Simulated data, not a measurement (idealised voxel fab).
The process module that follows is named voxel tone inversion.
The cross-section shown here is cut; it is 220 nm wide and divided into square cells measuring 5 nm on a side.
Bands, listed from the top down, are how a cross-section gets written in this document; the cross-section itself is a grid of square cells, and a band is one or more rows of them.
Read a band's entry like this: the first values are the height of its top and the height of its bottom in nm, and what follows is the sequence of materials from left to right, each with its width in nm. Note that "empty" is empty space, and that a single material marked "full width" reaches across the band from edge to edge.
Counting heights begins at 0, where everything beneath is, in the wafer as received, one material. The lowest band has no bottom; it goes on downwards, as "0 down" shows.
So if you see something like "30->40" for the width, read it as the top row of the band sitting at the first number and the bottom row at the second, with every row in between moving by the same amount as the last.
Any step labelled "no change" changed none of the cells in the cross-section.
Empty spaces without an open route to the top, at least 8 cells in extent, make up the entry "Trapped voids"; each is given as width x height at distance, where the distance is measured from the left edge, and all are in nm.
On each step's line, the part that comes after the settings is the simulator's own comment on the step.
overlay nm: on a step with a mask, how far right of its planned place the mask lay; negative means left.

The steps planned for the process are as follows:
1. RECEIVE with material Si
2. CONFORMAL_DEP with material SiCN, thk nm 10
3. DIRECTIONAL_DEP with material polySi, thk nm 15
4. PATTERN with tone cover, mask id POSTS, material resist, width nm 20, pitch nm 50, thk nm 20, overlay nm -15
5. DIRECTIONAL_ETCH with etch materials polySi, depth nm 15
6. STRIP with etch materials resist
7. FILL_DEP with material SiO2, thk nm 10
8. CMP with height nm 25
9. STRIP with etch materials polySi
10. CONFORMAL_DEP with material TiN, thk nm 5
11. FILL_DEP with material Ru, thk nm 5
12. CMP with height nm 25
13. CONFORMAL_DEP with material SiN, thk nm 5
Split variable: overlay nm, step 4. Plan value = first wafer. Wafers start alike.

Sectional view: first of several wafers, as received, after step 1:
    0 down = Si full width
    Trapped voids: none

Once step 13, the last step, is complete, the module is at its end; this is the cross-section of the first of several wafers:
    30 to 25 = SiN full width
    25 to 15 = 35 nm SiO2  5 nm TiN  10 nm Ru  5 nm TiN  30 nm SiO2  5 nm TiN  10 nm Ru  5 nm TiN  30 nm SiO2  5 nm TiN  10 nm Ru  5 nm TiN  65 nm SiO2
    15 to 10 = 35 nm SiO2  20 nm TiN  30 nm SiO2  20 nm TiN  30 nm SiO2  20 nm TiN  65 nm SiO2
    10 to 0 = SiCN full width
    0 down = Si full width
    Trapped voids: none

Final wafer of several, shown in cross-section at the end of the module:
    30 to 25 = SiN full width
    25 to 15 = 65 nm SiO2  5 nm TiN  10 nm Ru  5 nm TiN  30 nm SiO2  5 nm TiN  10 nm Ru  5 nm TiN  30 nm SiO2  5 nm TiN  10 nm Ru  5 nm TiN  35 nm SiO2
    15 to 10 = 65 nm SiO2  20 nm TiN  30 nm SiO2  20 nm TiN  30 nm SiO2  20 nm TiN  35 nm SiO2
    10 to 0 = SiCN full width
    0 down = Si full width
    Trapped voids: none

End of module, by wafer: material-by-material cell gain (+) or loss (-) since receipt, then closed voids:
overlay nm -15 | +12 Ru | +88 SiCN | +44 SiN | +96 SiO2 | +24 TiN | Trapped voids: none
overlay nm -10 | +12 Ru | +88 SiCN | +44 SiN | +96 SiO2 | +24 TiN | Trapped voids: none
overlay nm -5 | +12 Ru | +88 SiCN | +44 SiN | +96 SiO2 | +24 TiN | Trapped voids: none
overlay nm 0 | +12 Ru | +88 SiCN | +44 SiN | +96 SiO2 | +24 TiN | Trapped voids: none
overlay nm 5 | +12 Ru | +88 SiCN | +44 SiN | +96 SiO2 | +24 TiN | Trapped voids: none
overlay nm 10 | +12 Ru | +88 SiCN | +44 SiN | +96 SiO2 | +24 TiN | Trapped voids: none
overlay nm 15 | +12 Ru | +88 SiCN | +44 SiN | +96 SiO2 | +24 TiN | Trapped voids: none
